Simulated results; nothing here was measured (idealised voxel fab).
The name of this process module is voxel lift off.
Cross-section cut spans 300 nm and uses square cells 5 nm in size.
For the purposes of this document, a cross-section shall be understood as a grid of square cells, specified as bands listed in top-to-bottom order, each band consisting of one or more rows of cells. For a band, the entry starts with two heights in nm, that of the top and then that of the bottom, and carries on with the band's materials in order from left to right, each alongside its width in nm; the word "throughout" beside a single material means it fills the band edge to edge, and "blank" means empty space. Heads up on the height convention: 0 is the point under which the incoming wafer is all one material, and the lowest band has no bottom, it just keeps going down, like "0 nm and below". You'd read "30 to 40" like this: the band's top row of cells is as wide as the first number, its bottom row is as wide as the second, and going down, every row changes width by the same amount as the row before did. No cell of the cross-section changed in a step that is given as "no alterations made". Empty spaces without an open route to the top, at least 8 cells in extent, make up the entry "Closed-off voids"; each is given as width x height at distance, where the distance is measured from the left edge, and all are in nm. The remark found on a step's line after its settings is issued by the simulator itself and pertains to that step. Steps that use a mask can have "overlay nm" on their line. It says how far the mask sat to the right of where it was meant to be. Negative means to the left.
Process steps (planned)
1) RECEIVE (material Si)
2) CONFORMAL_DEP (material Al2O3; thk nm 5)
3) PATTERN (tone open; mask id LINES; material resist; width nm 15; pitch nm 45; thk nm 15; overlay nm 0)
4) DIRECTIONAL_DEP (material Ru; thk nm 5)
5) STRIP (etch materials resist)
6) CONFORMAL_DEP (material SiO2; thk nm 5)
Heads up: all these wafers start the same, and what changes between them is the width nm in step 3. The value you see in the plan is just what the first wafer got.
First of several wafers (as received, post step 1), cross-sectional view
  0 nm and below | Si throughout
  Closed-off voids: none
First of several wafers: cross-section at the end of the module, after step 6, its last step
  15 nm to 10 nm | blank (95) / SiO2 (25) / blank (20) / SiO2 (25) / blank (20) / SiO2 (25) / blank (90)
  10 nm to 5 nm | SiO2 (100) / Ru (15) / SiO2 (30) / Ru (15) / SiO2 (30) / Ru (15) / SiO2 (95)
  5 nm to 0 nm | Al2O3 throughout
  0 nm and below | Si throughout
  Closed-off voids: none
So this is the cross-section on the last wafer at the end of the module
  15 nm to 10 nm | blank (85) / SiO2 (40) / blank (5) / SiO2 (40) / blank (5) / SiO2 (40) / blank (85)
  10 nm to 5 nm | SiO2 (90) / Ru (30) / SiO2 (15) / Ru (30) / SiO2 (15) / Ru (30) / SiO2 (90)
  5 nm to 0 nm | Al2O3 throughout
  0 nm and below | Si throughout
  Closed-off voids: none
Gained (+) or lost (-) cells of each material since receipt, then closed voids: one row per wafer, at the end of the module
width nm 15, +60 Al2O3, +9 Ru, +66 SiO2, Closed-off voids: none
width nm 20, +60 Al2O3, +12 Ru, +66 SiO2, Closed-off voids: none
width nm 25, +60 Al2O3, +15 Ru, +66 SiO2, Closed-off voids: none
width nm 30, +60 Al2O3, +18 Ru, +66 SiO2, Closed-off voids: none
